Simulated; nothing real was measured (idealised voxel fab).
process module | voxel quadruple lines
Shown is cross-section cut, with a width of 285 nm and square cells of size 5 nm.
When this document writes out a cross-section, it uses a grid of square cells and lists it as bands, beginning at the top and moving down, with a band standing for one or more rows of cells.
It is stipulated that each band's entry specify, in nanometres, the height of the top of the band and then that of its bottom, followed by the materials of the band in left-to-right sequence, each together with its width in nanometres. A single material marked by the word "all across" is understood to fill the band from edge to edge; the word "air" is understood to denote empty space.
Zero point of the height axis is 0; under it, received wafer = one material. Lowest band: continues down indefinitely, "0 down".
Quick explanation for "30->40": the width changes in equal steps down the rows of cells, from the first number in the band's top row to the second number in its bottom row.
No cell of the cross-section changed in a step that is given as "all unchanged".
Closed-off voids of 8+ cells (no open route to the top) go in "Closed void register", written width x height at distance from the left edge, in nm.
after a step's settings: what the simulator itself notes on the step
overlay nm: mask right of planned place by this much (step with mask). Neg. = left.
# Planned process steps
1,RECEIVE, material Si
2,CONFORMAL_DEP, material SiO2, thk nm 5
3,DIRECTIONAL_DEP, material W, thk nm 10
4,DIRECTIONAL_DEP, material polySi, thk nm 20
5,DIRECTIONAL_DEP, material aC, thk nm 25
6,PATTERN, tone cover, mask id MANDREL, material resist, width nm 20, pitch nm 60, thk nm 35, overlay nm 0
7,DIRECTIONAL_ETCH, etch materials aC, depth nm 25
8,STRIP, etch materials resist
9,CONFORMAL_DEP, material SiO2, thk nm 10
10,DIRECTIONAL_ETCH, etch materials SiO2, depth nm 10
11,STRIP, etch materials aC
12,DIRECTIONAL_ETCH, etch materials polySi, depth nm 20
13,STRIP, etch materials SiO2
14,CONFORMAL_DEP, material SiCN, thk nm 5
15,DIRECTIONAL_ETCH, etch materials SiCN, depth nm 5
16,STRIP, etch materials polySi
17,DIRECTIONAL_ETCH, etch materials W, depth nm 10
18,STRIP, etch materials SiCN
# Incoming wafer, cross-sectional view, post step 1
> 0 down | Si all across
> Closed void register: none
# The following cross-section depicts the wafer upon conclusion of the module. Processing commenced from the starting condition illustrated above and adhered to the plan illustrated above, save for one mistake in execution
> 40 to 15 | aC all across
> 15 to 5 | W all across
> 5 to 0 | SiO2 all across
> 0 down | Si all across
> Closed void register: none
Deviation noted in wafer processing: the processing plan was not followed for steps 4 and 5, which were run with their positions exchanged
